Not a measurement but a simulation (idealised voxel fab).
Herein follows the process module entitled voxel self aligned vias.
Cross-section cut spans 200 nm and uses square cells 5 nm in size.
Cross-section spec: square-cell grid; bands listed top down; each band is one or more rows.
For a band, the entry starts with two heights in nm, that of the top and then that of the bottom, and carries on with the band's materials in order from left to right, each alongside its width in nm; the word "all across" beside a single material means it fills the band edge to edge, and "air" means empty space.
Convention: height 0 is the level below which the wafer, as received, is all one material. The lowest band does not terminate at the bottom but continues downward, represented as "z 0 and below".
Per-row width for "30..40": begins at first number (top row of band), ends at second number (bottom row), increment between rows held constant.
The designation "no alteration", where it is given for a processing step, indicates that no cell of the cross-section was altered in the course of that step.
Look at "Closed void roster" for the closed voids: empty spaces with no open path to the top, sized 8 cells or up. Each is width x height at distance, distance from the left edge, all nm.
That trailing text on a step's line, after the settings, is the simulator's own remark on the step.
A step line may carry the setting "overlay nm", which, for steps involving a mask, states the distance by which the mask lay to the right of its intended position; negative values denote displacement to the left.
# So here's the lineup of process steps we planned
1: RECEIVE with material Si
2: CONFORMAL_DEP with material SiO2, thk nm 10
3: CONFORMAL_DEP with material SiCN, thk nm 5
4: DIRECTIONAL_DEP with material SiO2, thk nm 20
5: MASKED_ETCH with tone open, mask id LINES, width nm 30, pitch nm 75, etch materials SiO2, depth nm 20, overlay nm 0
6: CONFORMAL_DEP with material TiN, thk nm 5
7: FILL_DEP with material Ru, thk nm 5
8: CMP with height nm 35
9: SELECTIVE_ETCH with etch materials W Ru TiN, depth nm 5
10: FILL_DEP with material SiN, thk nm 5
11: CMP with height nm 35
12: DIRECTIONAL_DEP with material SiO2, thk nm 20
13: MASKED_ETCH with tone open, mask id VIAS, width nm 50, pitch nm 75, etch materials SiO2, depth nm 20, overlay nm 0
14: MASKED_ETCH with tone open, mask id VIAS, width nm 50, pitch nm 75, etch materials SiN, depth nm 5, overlay nm 0
15: CONFORMAL_DEP with material TiN, thk nm 5
16: FILL_DEP with material W, thk nm 5
17: CMP with height nm 55
18: CONFORMAL_DEP with material SiN, thk nm 5
# Cross-section of the wafer upon arrival, representing the state reached after step 1
* z 0 and below: Si all across
* Closed void roster: none
# What the wafer looks like in cross-section after this module, when it starts as shown above and follows the plan above but one mistake is made in running it
* z 60 to 55: SiN all across
* z 55 to 40: 35 SiO2; 5 TiN; 40 W; 5 TiN; 25 SiO2; 5 TiN; 40 W; 5 TiN; 40 SiO2
* z 40 to 35: 35 SiO2; 50 TiN; 25 SiO2; 50 TiN; 40 SiO2
* z 35 to 30: 35 SiN; 10 TiN; 30 SiO2; 10 TiN; 25 SiN; 10 TiN; 30 SiO2; 10 TiN; 40 SiN
* z 30 to 20: 40 Ru; 5 TiN; 30 SiO2; 5 TiN; 35 Ru; 5 TiN; 30 SiO2; 5 TiN; 45 Ru
* z 20 to 15: 45 TiN; 30 SiO2; 45 TiN; 30 SiO2; 50 TiN
* z 15 to 10: SiCN all across
* z 10 to 0: SiO2 all across
* z 0 and below: Si all across
* Closed void roster: none
It is concluded that the wafer was processed incorrectly with respect to the plan, in that off-plan run, step 5, actual operation and settings MASKED_ETCH with tone cover, mask id LINES, width nm 30, pitch nm 75, etch materials SiO2, depth nm 20, overlay nm 0
